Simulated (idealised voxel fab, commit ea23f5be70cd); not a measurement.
Process module in this document: voxel self aligned contacts
Cross-sectional view cut (width: 240 nm; square cell size: 5 nm).
Square cells in a grid make up a cross-section in this document, and the grid is given as bands, listed from the top down, each one or more rows of cells.
For a band, the entry starts with two heights in nm, that of the top and then that of the bottom, and carries on with the band's materials in order from left to right, each alongside its width in nm; the word "full width" beside a single material means it fills the band edge to edge, and "air" means empty space.
Heights from 0 (as-received wafer is one material below). Bottom band endless downward, as "0 -> down".
Width spec "30 to 40" -> top row of cells at first value, bottom row at second value, equal per-row change in between.
Key: "remained unchanged" - step with no changed cell in the cross-section.
Enclosed voids (no open way to top), threshold 8 cells or more, entry "Fully enclosed voids", notation width x height at distance, distance from left edge, nm.
What comes after the settings on a step's line is commentary from the simulator itself on that step.
overlay nm: mask right of planned place by this much (step with mask). Neg. = left.
## plan
1 RECEIVE, material Si
2 OXIDIZE, depth nm 5
3 DIRECTIONAL_DEP, material polySi, thk nm 30
4 DIRECTIONAL_DEP, material SiN, thk nm 20
5 PATTERN, tone cover, mask id GATE, material resist, width nm 25, pitch nm 70, thk nm 20, overlay nm 0
6 DIRECTIONAL_ETCH, etch materials SiN, depth nm 20
7 DIRECTIONAL_ETCH, etch materials polySi, depth nm 30
8 STRIP, etch materials resist
9 CONFORMAL_DEP, material SiN, thk nm 10
10 DIRECTIONAL_ETCH, etch materials SiN, depth nm 10
11 FILL_DEP, material SiO2, thk nm 10
12 CMP, height nm 55
13 PATTERN, tone open, mask id CONTACT, material resist, width nm 55, thk nm 15, overlay nm 0
14 DIRECTIONAL_ETCH, etch materials SiO2, depth nm 60
15 STRIP, etch materials resist
16 CONFORMAL_DEP, material TiN, thk nm 5
17 FILL_DEP, material W, thk nm 10
18 CMP, height nm 55
19 CONFORMAL_DEP, material SiCN, thk nm 5
## The first of a set of two wafers, run to plan
## So this is the incoming wafer in cross-section - it's already been through step 1
    0 -> down: Si full width
    Fully enclosed voids: none
## The wafer, seen in cross-section, after step 2
    0 -> -5: SiO2 full width
    Unchanged below -5.
## The wafer, seen in cross-section, after step 3
    30 -> 0: polySi full width
    Unchanged below 0.
## The wafer, seen in cross-section, after step 4
    50 -> 30: SiN full width
    Unchanged below 30.
## The wafer, seen in cross-section, after step 5
    70 -> 50: air=70, resist=25, air=45, resist=25, air=75
    Unchanged below 50.
## The wafer, seen in cross-section, after step 6
    70 -> 50: air=70, resist=25, air=45, resist=25, air=75
    50 -> 30: air=70, SiN=25, air=45, SiN=25, air=75
    Unchanged below 30.
## The wafer, seen in cross-section, after step 7
    70 -> 50: air=70, resist=25, air=45, resist=25, air=75
    50 -> 30: air=70, SiN=25, air=45, SiN=25, air=75
    30 -> 0: air=70, polySi=25, air=45, polySi=25, air=75
    Unchanged below 0.
## The wafer, seen in cross-section, after step 8
    50 -> 30: air=70, SiN=25, air=45, SiN=25, air=75
    Unchanged below 30.
## The wafer, seen in cross-section, after step 9
    60 -> 30: air=60, SiN=45, air=25, SiN=45, air=65
    30 -> 10: air=60, SiN=10, polySi=25, SiN=10, air=25, SiN=10, polySi=25, SiN=10, air=65
    10 -> 0: SiN=70, polySi=25, SiN=45, polySi=25, SiN=75
    Unchanged below 0.
## The wafer, seen in cross-section, after step 10
    50 -> 30: air=60, SiN=45, air=25, SiN=45, air=65
    30 -> 0: air=60, SiN=10, polySi=25, SiN=10, air=25, SiN=10, polySi=25, SiN=10, air=65
    Unchanged below 0.
## The wafer, seen in cross-section, after step 11
    60 -> 50: SiO2 full width
    50 -> 30: SiO2=60, SiN=45, SiO2=25, SiN=45, SiO2=65
    30 -> 0: SiO2=60, SiN=10, polySi=25, SiN=10, SiO2=25, SiN=10, polySi=25, SiN=10, SiO2=65
    Unchanged below 0.
## The wafer, seen in cross-section, after step 12
    55 -> 50: SiO2 full width
    Unchanged below 50.
## The wafer, seen in cross-section, after step 13
    70 -> 55: resist=90, air=55, resist=95
    Unchanged below 55.
## The wafer, seen in cross-section, after step 14
    70 -> 55: resist=90, air=55, resist=95
    55 -> 50: SiO2=90, air=55, SiO2=95
    50 -> 30: SiO2=60, SiN=45, air=25, SiN=45, SiO2=65
    30 -> 0: SiO2=60, SiN=10, polySi=25, SiN=10, air=25, SiN=10, polySi=25, SiN=10, SiO2=65
    0 -> -5: SiO2=105, air=25, SiO2=110
    Unchanged below -5.
## The wafer, seen in cross-section, after step 15
    55 -> 50: SiO2=90, air=55, SiO2=95
    Unchanged below 50.
## The wafer, seen in cross-section, after step 16
    60 -> 55: TiN=95, air=45, TiN=100
    55 -> 50: SiO2=90, TiN=20, air=15, TiN=20, SiO2=95
    50 -> 30: SiO2=60, SiN=45, TiN=5, air=15, TiN=5, SiN=45, SiO2=65
    30 -> 0: SiO2=60, SiN=10, polySi=25, SiN=10, TiN=5, air=15, TiN=5, SiN=10, polySi=25, SiN=10, SiO2=65
    0 -> -5: SiO2=105, TiN=25, SiO2=110
    Unchanged below -5.
## The wafer, seen in cross-section, after step 17
    70 -> 60: W full width
    60 -> 55: TiN=95, W=45, TiN=100
    55 -> 50: SiO2=90, TiN=20, W=15, TiN=20, SiO2=95
    50 -> 30: SiO2=60, SiN=45, TiN=5, W=15, TiN=5, SiN=45, SiO2=65
    30 -> 0: SiO2=60, SiN=10, polySi=25, SiN=10, TiN=5, W=15, TiN=5, SiN=10, polySi=25, SiN=10, SiO2=65
    Unchanged below 0.
## The wafer, seen in cross-section, after step 18
    55 -> 50: SiO2=90, TiN=20, W=15, TiN=20, SiO2=95
    Unchanged below 50.
## The wafer, seen in cross-section, after step 19
    60 -> 55: SiCN full width
    Unchanged below 55.
## Here the second wafer is described. Its start and its plan were those of the first wafer. Its run contained one mistake. Up to and including step 18, it did exactly what the first wafer did
## Cross-section: second wafer, time at which step 19 was scheduled to end
    60 -> 55: polySi full width
    Unchanged below 55.
Error vs. plan: in deviation from the planned setting, step 19 was conducted as CONFORMAL_DEP, material polySi, thk nm 5
Final cells, second wafer relative to first, materials higher or lower: SiCN: 48 fewer, polySi: 48 more
